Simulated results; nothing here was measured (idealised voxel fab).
process module | voxel transistor to metal
Pictured: cross-section cut, 170 nm wide, on a grid of 5 nm square cells.
Cross-section = grid of square cells, listed top down in bands; band = one or more rows. Within each band entry, the heights of the top and of the bottom of the band appear first, in that order and in nm; the materials of the band then follow from left to right, each with its corresponding width in nm. The designation "full width" on a single material indicates that it fills the band from edge to edge; the designation "empty" indicates empty space. Heads up on the height convention: 0 is the point under which the incoming wafer is all one material, and the lowest band has no bottom, it just keeps going down, like "0..down". A width given as "30..40" starts at the first number in the band's top row and ends at the second number in its bottom row, shifting by an equal amount at every step from row to row. The cross-section has no changed cell in any step marked "same as before". Heads up: "Sealed void listing" only lists the empty pockets with no open path to the top that are 8 cells or more, and it writes them as width x height at distance, distance from the left edge, in nm. What comes after the settings on a step's line is commentary from the simulator itself on that step. overlay nm: how far to the right of its planned place the mask lay on this masked step (negative: to the left).

List of planned process steps:
1: RECEIVE: material Si
2: OXIDIZE: depth nm 5
3: CONFORMAL_DEP: material SiN, thk nm 15
4: PATTERN: tone cover, mask id ACTIVE, material resist, width nm 110, thk nm 15, overlay nm 0
5: DIRECTIONAL_ETCH: etch materials SiN, depth nm 15
6: DIRECTIONAL_ETCH: etch materials SiO2, depth nm 5
7: DIRECTIONAL_ETCH: etch materials Si, depth nm 25
8: STRIP: etch materials resist
9: FILL_DEP: material SiO2, thk nm 15
10: CMP: height nm 15
11: SELECTIVE_ETCH: etch materials SiO2, depth nm 10
12: STRIP: etch materials SiN
13: SELECTIVE_ETCH: etch materials SiO2, depth nm 5
14: OXIDIZE: depth nm 5
15: DIRECTIONAL_DEP: material polySi, thk nm 30
16: DIRECTIONAL_DEP: material SiCN, thk nm 10
17: MASKED_ETCH: tone cover, mask id GATE, width nm 20, etch materials SiCN, depth nm 20, overlay nm 0
18: MASKED_ETCH: tone cover, mask id GATE, width nm 20, etch materials polySi, depth nm 40, overlay nm 0
19: CONFORMAL_DEP: material SiO2, thk nm 5
20: DIRECTIONAL_ETCH: etch materials SiO2, depth nm 5
21: CONFORMAL_DEP: material SiN, thk nm 5
22: DIRECTIONAL_ETCH: etch materials SiN, depth nm 5
23: DIRECTIONAL_ETCH: etch materials SiO2, depth nm 5
24: DIRECTIONAL_ETCH: etch materials Si, depth nm 15
25: EPI: material nSi, thk nm 20
26: FILL_DEP: material SiO2, thk nm 5
27: CMP: height nm 35
28: DIRECTIONAL_DEP: material SiO2, thk nm 15
29: PATTERN: tone open, mask id CONTACT, material resist, width nm 30, pitch nm 60, thk nm 15, overlay nm 0
30: DIRECTIONAL_ETCH: etch materials SiO2, depth nm 40
31: STRIP: etch materials resist
32: CONFORMAL_DEP: material TiN, thk nm 5
33: FILL_DEP: material W, thk nm 10
34: CMP: height nm 50
35: DIRECTIONAL_DEP: material TiN, thk nm 5
36: DIRECTIONAL_DEP: material W, thk nm 15
37: PATTERN: tone cover, mask id METAL_1, material resist, width nm 20, pitch nm 70, thk nm 15, overlay nm 0
38: DIRECTIONAL_ETCH: etch materials W, depth nm 15
39: DIRECTIONAL_ETCH: etch materials TiN, depth nm 5
40: STRIP: etch materials resist
41: CONFORMAL_DEP: material SiN, thk nm 5
42: FILL_DEP: material lowk, thk nm 10
43: CMP: height nm 70
44: CONFORMAL_DEP: material SiCN, thk nm 5
45: DIRECTIONAL_DEP: material lowk, thk nm 25
46: DIRECTIONAL_DEP: material aC, thk nm 10
47: PATTERN: tone open, mask id METAL_2_HOLES, material resist, width nm 15, pitch nm 70, thk nm 25, overlay nm 0
48: DIRECTIONAL_ETCH: etch materials aC, depth nm 10
49: STRIP: etch materials resist
50: DIRECTIONAL_ETCH: etch materials lowk, depth nm 25
51: STRIP: etch materials aC
52: MASKED_ETCH: tone open, mask id METAL_2, width nm 20, pitch nm 70, etch materials lowk, depth nm 15, overlay nm 0
53: MASKED_ETCH: tone open, mask id METAL_2, width nm 20, pitch nm 70, etch materials SiCN, depth nm 5, overlay nm 0
54: CONFORMAL_DEP: material TiN, thk nm 5
55: FILL_DEP: material Cu, thk nm 10
56: CMP: height nm 100
57: CONFORMAL_DEP: material SiCN, thk nm 5

Wafer as received: cross-section following step 1:
	0..down  Si full width
	Sealed void listing: none

Cross-section, end of module. Start: as above. Plan: as above. Execution: one mistake:
	105..100  SiCN full width
	100..90  40 nm lowk, 5 nm TiN, 10 nm Cu, 5 nm TiN, 50 nm lowk, 5 nm TiN, 10 nm Cu, 5 nm TiN, 40 nm lowk
	90..85  40 nm lowk, 5 nm TiN, 5 nm Cu, 10 nm TiN, 50 nm lowk, 5 nm TiN, 5 nm Cu, 10 nm TiN, 40 nm lowk
	85..75  40 nm lowk, 5 nm TiN, 5 nm Cu, 5 nm TiN, 55 nm lowk, 5 nm TiN, 5 nm Cu, 5 nm TiN, 45 nm lowk
	75..70  40 nm SiCN, 15 nm TiN, 55 nm SiCN, 15 nm TiN, 45 nm SiCN
	70..55  35 nm lowk, 5 nm SiN, 20 nm W, 5 nm SiN, 40 nm lowk, 5 nm SiN, 20 nm W, 5 nm SiN, 35 nm lowk
	55..50  40 nm SiN, 20 nm TiN, 50 nm SiN, 20 nm TiN, 40 nm SiN
	50..40  40 nm SiO2, 5 nm TiN, 20 nm W, 5 nm TiN, 30 nm SiO2, 5 nm TiN, 20 nm W, 5 nm TiN, 40 nm SiO2
	40..35  40 nm SiO2, 5 nm TiN, 15 nm W, 10 nm TiN, 30 nm SiO2, 10 nm TiN, 15 nm W, 5 nm TiN, 40 nm SiO2
	35..25  40 nm SiO2, 5 nm TiN, 15 nm W, 5 nm TiN, 5 nm SiN, 5 nm SiO2, 20 nm SiCN, 5 nm SiO2, 5 nm SiN, 5 nm TiN, 15 nm W, 5 nm TiN, 40 nm SiO2
	25..15  40 nm SiO2, 5 nm TiN, 15 nm W, 5 nm TiN, 5 nm SiN, 5 nm SiO2, 20 nm polySi, 5 nm SiO2, 5 nm SiN, 5 nm TiN, 15 nm W, 5 nm TiN, 40 nm SiO2
	15..10  40 nm SiO2, 25 nm TiN, 5 nm SiN, 5 nm SiO2, 20 nm polySi, 5 nm SiO2, 5 nm SiN, 25 nm TiN, 40 nm SiO2
	10..0  30 nm SiO2, 35 nm nSi, 5 nm SiN, 5 nm SiO2, 20 nm polySi, 5 nm SiO2, 5 nm SiN, 40 nm nSi, 25 nm SiO2
	0..-5  30 nm SiO2, 5 nm nSi, 5 nm SiN, 25 nm nSi, 5 nm SiN, 5 nm SiO2, 20 nm polySi, 5 nm SiO2, 5 nm SiN, 30 nm nSi, 5 nm SiN, 5 nm nSi, 25 nm SiO2
	-5..-10  40 nm SiO2, 25 nm nSi, 40 nm SiO2, 30 nm nSi, 35 nm SiO2
	-10..-25  35 nm SiO2, 5 nm Si, 25 nm nSi, 40 nm Si, 30 nm nSi, 5 nm Si, 30 nm SiO2
	-25..-30  35 nm SiO2, 105 nm Si, 30 nm SiO2
	-30..down  Si full width
	Sealed void listing: none
Plan not followed: rather than as planned, step 4 actually ran as PATTERN: tone cover, mask id ACTIVE, material resist, width nm 105, thk nm 15, overlay nm 0
